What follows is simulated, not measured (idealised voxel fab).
Proc. module: voxel self aligned contacts
For reference, the cross-section in this document is cut, with width 235 nm and square cells of 5 nm.
Reading order for cross-sections: top band down to bottom band. Underlying form: a grid of square cells. Band size: one or more rows of cells.
Band entry format. Leading values: height of top, height of bottom, nm. Remainder: materials in left-to-right order, each with its width in nm. Special words: "everywhere" on a single material, which then fills the band edge to edge; "air", empty space.
Height reference: 0 = level under which incoming wafer is all one material. Lowest band: no bottom, runs on downward, e.g. "z 0 and below".
Per-row width for "30 to 40": begins at first number (top row of band), ends at second number (bottom row), increment between rows held constant.
The cross-section has no changed cell in any step marked "nothing got changed".
Any empty space of 8 cells or more lacking an open way to the top shows up in "Sealed internal voids" as width x height at distance, distance from the left edge, in nm.
Note: text after step settings on the step line = simulator remark on that step.
Regarding "overlay nm": on a step with a mask, it is the distance the mask lay to the right of its planned place; a negative value places it to the left.

## Intended process steps
step 1: RECEIVE [material Si]
step 2: CONFORMAL_DEP [material SiO2] [thk nm 5]
step 3: DIRECTIONAL_DEP [material polySi] [thk nm 30]
step 4: DIRECTIONAL_DEP [material SiN] [thk nm 15]
step 5: PATTERN [tone cover] [mask id GATE] [material resist] [width nm 15] [pitch nm 50] [thk nm 20] [overlay nm 0]
step 6: DIRECTIONAL_ETCH [etch materials SiN] [depth nm 15]
step 7: DIRECTIONAL_ETCH [etch materials polySi] [depth nm 30]
step 8: STRIP [etch materials resist]
step 9: CONFORMAL_DEP [material SiN] [thk nm 5]
step 10: DIRECTIONAL_ETCH [etch materials SiN] [depth nm 5]
step 11: FILL_DEP [material SiO2] [thk nm 15]
step 12: CMP [height nm 60]
step 13: PATTERN [tone open] [mask id CONTACT] [material resist] [width nm 35] [pitch nm 50] [thk nm 15] [overlay nm 0]
step 14: DIRECTIONAL_ETCH [etch materials SiO2] [depth nm 60]
step 15: STRIP [etch materials resist]
step 16: CONFORMAL_DEP [material TiN] [thk nm 5]
step 17: FILL_DEP [material Ru] [thk nm 10]
step 18: CMP [height nm 60]
step 19: CONFORMAL_DEP [material SiCN] [thk nm 5]
Across this set of wafers, the varied parameter is the width nm of step 5. Starting conditions are identical for every wafer, and the plan reports the value assigned to the first wafer.

## Cross-section of the first of several wafers on receipt, reflecting completion of step 1
    z 0 and below  Si everywhere
    Sealed internal voids: none

## Quick look at the cross-section of the first of several wafers after step 19, which wraps up the module
    z 65 to 60  SiCN everywhere
    z 60 to 50  SiO2 75 nm, TiN 5 to 10 nm, Ru 25 to 15 nm, TiN 5 to 10 nm, SiO2 15 nm, TiN 5 to 10 nm, Ru 25 to 15 nm, TiN 5 to 10 nm, SiO2 75 nm
    z 50 to 35  SiO2 55 nm, SiN 25 nm, TiN 5 nm, Ru 15 nm, TiN 5 nm, SiN 25 nm, TiN 5 nm, Ru 15 nm, TiN 5 nm, SiN 25 nm, SiO2 55 nm
    z 35 to 5  SiO2 55 nm, SiN 5 nm, polySi 15 nm, SiN 5 nm, TiN 5 nm, Ru 15 nm, TiN 5 nm, SiN 5 nm, polySi 15 nm, SiN 5 nm, TiN 5 nm, Ru 15 nm, TiN 5 nm, SiN 5 nm, polySi 15 nm, SiN 5 nm, SiO2 55 nm
    z 5 to 0  SiO2 80 nm, TiN 25 nm, SiO2 25 nm, TiN 25 nm, SiO2 80 nm
    z 0 and below  Si everywhere
    Sealed internal voids: none

## Wafer cross-section (last wafer, module end)
    z 65 to 60  SiCN everywhere
    z 60 to 55  SiO2 75 nm, TiN 5 nm, Ru 25 nm, TiN 5 nm, SiO2 15 nm, TiN 5 nm, Ru 25 nm, TiN 5 nm, SiO2 75 nm
    z 55 to 50  SiO2 75 nm, TiN 35 nm, SiO2 15 nm, TiN 35 nm, SiO2 75 nm
    z 50 to 35  SiO2 45 nm, SiN 45 nm, TiN 5 nm, SiN 45 nm, TiN 5 nm, SiN 45 nm, SiO2 45 nm
    z 35 to 5  SiO2 45 nm, SiN 5 nm, polySi 35 nm, SiN 5 nm, TiN 5 nm, SiN 5 nm, polySi 35 nm, SiN 5 nm, TiN 5 nm, SiN 5 nm, polySi 35 nm, SiN 5 nm, SiO2 45 nm
    z 5 to 0  SiO2 90 nm, TiN 5 nm, SiO2 45 nm, TiN 5 nm, SiO2 90 nm
    z 0 and below  Si everywhere
    Sealed internal voids: none

## Take any row and you have a wafer at the end of the module: how many cells of each material it has gained (+) or lost (-) since it was received, and then its closed voids
width nm 15; +70 Ru; +47 SiCN; +81 SiN; +301 SiO2; +58 TiN; +54 polySi; Sealed internal voids: none
width nm 20; +50 Ru; +47 SiCN; +90 SiN; +294 SiO2; +58 TiN; +72 polySi; Sealed internal voids: none
width nm 25; +30 Ru; +47 SiCN; +99 SiN; +287 SiO2; +58 TiN; +90 polySi; Sealed internal voids: none
width nm 30; +10 Ru; +47 SiCN; +108 SiN; +280 SiO2; +58 TiN; +108 polySi; Sealed internal voids: none
width nm 35; +10 Ru; +47 SiCN; +117 SiN; +273 SiO2; +38 TiN; +126 polySi; Sealed internal voids: none
